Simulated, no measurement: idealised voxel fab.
The following process module bears the name voxel capacitor over wiring.
We display cut, a cross-section 290 nm in width whose square cells are each 5 nm.
Format of a cross-section: grid, square cells. Given as bands. Order: top down. Band: one or more rows of cells.
Read a band's entry like this: the first values are the height of its top and the height of its bottom in nm, and what follows is the sequence of materials from left to right, each with its width in nm. Note that "blank" is empty space, and that a single material marked "all across" reaches across the band from edge to edge.
Heads up on the height convention: 0 is the point under which the incoming wafer is all one material, and the lowest band has no bottom, it just keeps going down, like "0 -> down".
Per-row width for "30->40": begins at first number (top row of band), ends at second number (bottom row), increment between rows held constant.
Reading "left unchanged" for a step: not a cell of the cross-section changed in it.
The entry titled "Closed voids list" provides the empty spaces that have no open way to the top, restricted to those of 8 cells or more. Each is presented as width x height at distance, the distance being measured from the left edge, with all three in nm.
Post-settings text on a step line: simulator's own remark regarding the step.
"overlay nm" answers the question of how far to the right of plan the mask lay on a step that has a mask, and when it is negative the answer is to the left.
-- Planned process steps
1) RECEIVE, material Si
2) CONFORMAL_DEP, material SiO2, thk nm 10
3) DIRECTIONAL_DEP, material TiN, thk nm 5
4) DIRECTIONAL_DEP, material Ru, thk nm 25
5) PATTERN, tone cover, mask id METAL_1, material resist, width nm 25, pitch nm 95, thk nm 15, overlay nm 0
6) DIRECTIONAL_ETCH, etch materials Ru, depth nm 25
7) DIRECTIONAL_ETCH, etch materials TiN, depth nm 5
8) STRIP, etch materials resist
9) CONFORMAL_DEP, material SiCN, thk nm 5
10) FILL_DEP, material SiO2, thk nm 10
11) CMP, height nm 40
12) CONFORMAL_DEP, material SiCN, thk nm 5
13) DIRECTIONAL_DEP, material SiO2, thk nm 15
14) MASKED_ETCH, tone open, mask id PLUG_1, width nm 15, etch materials SiO2, depth nm 15, overlay nm 0
15) MASKED_ETCH, tone open, mask id PLUG_1, width nm 15, etch materials SiCN, depth nm 5, overlay nm 0
16) CONFORMAL_DEP, material TiN, thk nm 5
17) FILL_DEP, material W, thk nm 5
18) CMP, height nm 60
19) DIRECTIONAL_DEP, material TiN, thk nm 5
20) DIRECTIONAL_DEP, material SiN, thk nm 5
21) DIRECTIONAL_DEP, material TiN, thk nm 5
22) DIRECTIONAL_DEP, material aC, thk nm 10
23) PATTERN, tone cover, mask id UPPER_PLATE, material resist, width nm 75, thk nm 25, overlay nm 0
24) DIRECTIONAL_ETCH, etch materials aC, depth nm 10
25) STRIP, etch materials resist
26) DIRECTIONAL_ETCH, etch materials TiN, depth nm 5
27) DIRECTIONAL_ETCH, etch materials SiN, depth nm 5
28) STRIP, etch materials aC
29) MASKED_ETCH, tone cover, mask id LOWER_PLATE, width nm 85, etch materials TiN, depth nm 5, overlay nm 0
30) FILL_DEP, material SiO2, thk nm 15
31) CMP, height nm 85
32) DIRECTIONAL_DEP, material aC, thk nm 15
33) PATTERN, tone open, mask id PLUG_2, material resist, width nm 15, thk nm 30, overlay nm 0
34) DIRECTIONAL_ETCH, etch materials aC, depth nm 15
35) STRIP, etch materials resist
36) DIRECTIONAL_ETCH, etch materials SiO2, depth nm 10
37) STRIP, etch materials aC
38) CONFORMAL_DEP, material TiN, thk nm 5
39) FILL_DEP, material W, thk nm 5
40) CMP, height nm 85
41) CONFORMAL_DEP, material SiN, thk nm 5
-- The cross-section here shows the wafer as received, i.e. in its state after step 1
  0 -> down  Si all across
  Closed voids list: none
-- First of two wafers, end-of-module section, run followed plan
  90 -> 85  SiN all across
  85 -> 80  SiO2 (105) | TiN (5) | W (5) | TiN (5) | SiO2 (170)
  80 -> 70  SiO2 (105->95) | TiN (15->75) | SiO2 (170->120)
  70 -> 65  SiO2 (95) | SiN (75) | SiO2 (120)
  65 -> 60  SiO2 (90) | TiN (85) | SiO2 (115)
  60 -> 45  SiO2 (95) | TiN (5) | W (5) | TiN (5) | SiO2 (180)
  45 -> 40  SiCN (95) | TiN (15) | SiCN (180)
  40 -> 15  SiO2 (80) | SiCN (5) | Ru (25) | SiCN (5) | SiO2 (60) | SiCN (5) | Ru (25) | SiCN (5) | SiO2 (80)
  15 -> 10  SiCN (85) | TiN (25) | SiCN (70) | TiN (25) | SiCN (85)
  10 -> 0  SiO2 all across
  0 -> down  Si all across
  Closed voids list: none
-- Wafer two, end of module, cross-section. Same start, same plan as wafer one. One mistake in the run
  90 -> 85  SiN all across
  85 -> 80  SiO2 (105) | TiN (5) | W (5) | TiN (5) | SiO2 (170)
  80 -> 70  SiO2 (105->95) | TiN (15->75) | SiO2 (170->120)
  70 -> 65  SiO2 (95) | SiN (75) | SiO2 (120)
  65 -> 60  SiO2 (90) | TiN (85) | SiO2 (115)
  60 -> 55  W all across
  55 -> 50  TiN (100) | W (5) | TiN (185)
  50 -> 35  SiO2 (95) | TiN (5) | W (5) | TiN (5) | SiO2 (180)
  35 -> 30  SiCN (95) | TiN (15) | SiCN (180)
  30 -> 15  SiO2 (80) | SiCN (5) | Ru (25) | SiCN (5) | SiO2 (60) | SiCN (5) | Ru (25) | SiCN (5) | SiO2 (80)
  15 -> 10  SiCN (85) | TiN (25) | SiCN (70) | TiN (25) | SiCN (85)
  10 -> 0  SiO2 all across
  0 -> down  Si all across
  Closed voids list: none
Plan not followed: so step 11 ended up running with a different setting than we planned, it ran as CMP, height nm 30
The second wafer ends with more or fewer cells of some materials than the first, per final count: -20 Ru, -8 SiCN, -88 SiO2, +57 TiN, +59 W
